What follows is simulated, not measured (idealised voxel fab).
voxel released beams: a process module
Square cell edge 5 nm, section width 165 nm, ID cut.
In what follows, cross-sections appear as grids of square cells, described through bands that run from the top down, where every band is one or more rows of cells.
Top, bottom (nm), then materials left to right with widths (nm); lone material tagged "throughout" fills the whole band edge to edge; "empty" = empty space.
Below 0: as-received wafer, all one material; heights counted from there. Lowest band: no bottom, goes on down, written "0 and below".
Width "30->40": first value at the band's top row of cells, second value at its bottom row, equal change from row to row.
The cross-section has no changed cell in any step marked "identical to before".
Voids not open to the top, 8 cells minimum: see "Unvented cavities". Written width x height at distance; distance is from the left edge; nm.
Note: text after step settings on the step line = simulator remark on that step.
overlay nm: step with mask; distance mask lay right of planned place; negative value = left of planned place.
**This section lists the process steps that were planned**
1. RECEIVE,material Si
2. CONFORMAL_DEP,material Al2O3,thk nm 10
3. DIRECTIONAL_DEP,material SiO2,thk nm 15
4. PATTERN,tone open,mask id ANCHOR,material resist,width nm 30,thk nm 15,overlay nm 0
5. DIRECTIONAL_ETCH,etch materials SiO2,depth nm 15
6. STRIP,etch materials resist
7. CONFORMAL_DEP,material W,thk nm 10
8. PATTERN,tone cover,mask id BEAM,material resist,width nm 110,thk nm 20,overlay nm 0
9. DIRECTIONAL_ETCH,etch materials W,depth nm 10
10. STRIP,etch materials resist
11. STRIP,etch materials SiO2
**As received (post step 1): cross-section**
* 0 and below | Si throughout
* Unvented cavities: none
**Here's the cross-section of the first of our two wafers at the end of the module - it ran as planned**
* 35 down to 25 | empty: 25, W: 15, empty: 10, W: 85, empty: 30
* 25 down to 20 | empty: 30, W: 10, empty: 10, W: 10, empty: 105
* 20 down to 10 | empty: 30, W: 30, empty: 105
* 10 down to 0 | Al2O3 throughout
* 0 and below | Si throughout
* Unvented cavities: none
**Now the second wafer, cross-sectioned at the end of the module. Nothing different at the start, nothing different in the plan compared with the first, just one mistake when it was actually run**
* 35 down to 25 | empty: 25, W: 110, empty: 30
* 25 down to 15 | Al2O3 throughout
* 15 down to 0 | SiO2 throughout
* 0 and below | Si throughout
* Unvented cavities: none
Which mistake was made when the wafer was run? it was found that steps 2 and 3 of the process plan had been performed in exchanged positions
Cell-count delta at end, second wafer over first, by material: SiO2: 99 more; W: 12 fewer
